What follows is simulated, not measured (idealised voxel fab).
Herein follows the process module entitled voxel wiring stack.
Section cut is 175 nm wide and gridded with 5 nm square cells.
Cross-section format: a grid of square cells, given as bands from top to bottom; each band is one or more rows of cells.
Per band: top height and bottom height in nm, followed by the left-to-right materials and their widths in nm; "all across" marks a single material spanning edge to edge, "empty" marks empty space.
Height 0 is the level under which the wafer as received is all one material. The lowest band goes on downwards, as in "0 down".
Width "30..40": first value at the band's top row of cells, second value at its bottom row, equal change from row to row.
"no alteration", as given for a step, is the statement that not any cell of the cross-section underwent a change during that step.
The entry "Enclosed void listing" lists the empty spaces that cover at least 8 cells and have no open path to the top. Each is written as width x height at distance, where the distance is measured from the left edge and all three values are in nm.
Where a step's line continues beyond its settings, the continuation is a remark by the simulator itself on that step.
Steps that use a mask can have "overlay nm" on their line. It says how far the mask sat to the right of where it was meant to be. Negative means to the left.

## Below is the list of planned process steps
- 1: op RECEIVE | material Si
- 2: op CONFORMAL_DEP | material SiO2 | thk nm 15
- 3: op DIRECTIONAL_DEP | material TiN | thk nm 5
- 4: op DIRECTIONAL_DEP | material Ru | thk nm 20
- 5: op PATTERN | tone cover | mask id METAL_1 | material resist | width nm 25 | pitch nm 50 | thk nm 20 | overlay nm 0
- 6: op DIRECTIONAL_ETCH | etch materials Ru | depth nm 20
- 7: op DIRECTIONAL_ETCH | etch materials TiN | depth nm 5
- 8: op STRIP | etch materials resist
- 9: op CONFORMAL_DEP | material SiN | thk nm 5
- 10: op FILL_DEP | material lowk | thk nm 10
- 11: op CMP | height nm 40
- 12: op CONFORMAL_DEP | material SiCN | thk nm 5
- 13: op DIRECTIONAL_DEP | material lowk | thk nm 30
- 14: op PATTERN | tone open | mask id METAL_2 | material resist | width nm 25 | pitch nm 50 | thk nm 15 | overlay nm 0
- 15: op DIRECTIONAL_ETCH | etch materials lowk | depth nm 15
- 16: op STRIP | etch materials resist
- 17: op DIRECTIONAL_DEP | material aC | thk nm 15
- 18: op PATTERN | tone open | mask id METAL_2_HOLES | material resist | width nm 15 | pitch nm 50 | thk nm 35 | overlay nm 0
- 19: op DIRECTIONAL_ETCH | etch materials aC | depth nm 15
- 20: op STRIP | etch materials resist
- 21: op DIRECTIONAL_ETCH | etch materials lowk | depth nm 15
- 22: op DIRECTIONAL_ETCH | etch materials SiCN | depth nm 5
- 23: op STRIP | etch materials aC
- 24: op CONFORMAL_DEP | material TiN | thk nm 5
- 25: op FILL_DEP | material Cu | thk nm 5
- 26: op CMP | height nm 75
- 27: op CONFORMAL_DEP | material SiCN | thk nm 5

## This is the cross-section of the wafer as we received it, i.e. after step 1
    0 down: Si all across
    Enclosed void listing: none

## The first of the two wafers as seen in cross-section once the module was finished; processing followed the plan
    80 to 75: SiCN all across
    75 to 65: lowk (25)  TiN (5)  Cu (15)  TiN (5)  lowk (25)  TiN (5)  Cu (15)  TiN (5)  lowk (25)  TiN (5)  Cu (15)  TiN (5)  lowk (25)
    65 to 60: lowk (25)  TiN (5)  Cu (5)  TiN (15)  lowk (25)  TiN (5)  Cu (5)  TiN (15)  lowk (25)  TiN (5)  Cu (5)  TiN (15)  lowk (25)
    60 to 45: lowk (25)  TiN (5)  Cu (5)  TiN (5)  lowk (35)  TiN (5)  Cu (5)  TiN (5)  lowk (35)  TiN (5)  Cu (5)  TiN (5)  lowk (35)
    45 to 40: SiCN (25)  TiN (15)  SiCN (35)  TiN (15)  SiCN (35)  TiN (15)  SiCN (35)
    40 to 20: lowk (20)  SiN (5)  Ru (25)  SiN (5)  lowk (15)  SiN (5)  Ru (25)  SiN (5)  lowk (15)  SiN (5)  Ru (25)  SiN (5)  lowk (20)
    20 to 15: SiN (25)  TiN (25)  SiN (25)  TiN (25)  SiN (25)  TiN (25)  SiN (25)
    15 to 0: SiO2 all across
    0 down: Si all across
    Enclosed void listing: none

## Second of two wafers, module complete, sectioned: it shares the first wafer's start and plan but was run with one mistake
    80 to 75: SiCN all across
    75 to 65: lowk (25)  TiN (5)  Cu (15)  TiN (5)  lowk (25)  TiN (5)  Cu (15)  TiN (5)  lowk (25)  TiN (5)  Cu (15)  TiN (5)  lowk (25)
    65 to 60: lowk (25)  TiN (5)  Cu (5)  TiN (15)  lowk (25)  TiN (5)  Cu (5)  TiN (15)  lowk (25)  TiN (5)  Cu (5)  TiN (15)  lowk (25)
    60 to 45: lowk (25)  TiN (5)  Cu (5)  TiN (5)  lowk (35)  TiN (5)  Cu (5)  TiN (5)  lowk (35)  TiN (5)  Cu (5)  TiN (5)  lowk (35)
    45 to 40: SiCN (25)  TiN (15)  SiCN (35)  TiN (15)  SiCN (35)  TiN (15)  SiCN (35)
    40 to 25: lowk (20)  SiN (5)  Ru (25)  SiN (5)  lowk (15)  SiN (5)  Ru (25)  SiN (5)  lowk (15)  SiN (5)  Ru (25)  SiN (5)  lowk (20)
    25 to 20: SiN (25)  Ru (25)  SiN (25)  Ru (25)  SiN (25)  Ru (25)  SiN (25)
    20 to 5: SiO2 all across
    5 to 0: TiN all across
    0 down: Si all across
    Enclosed void listing: none
What went wrong in running the wafer? steps 2 and 3 run out of order (swapped)
In the final state, the cell counts of the second wafer exceed or fall short of those of the first for the following materials: SiN: 6 fewer | TiN: 20 more | lowk: 14 fewer
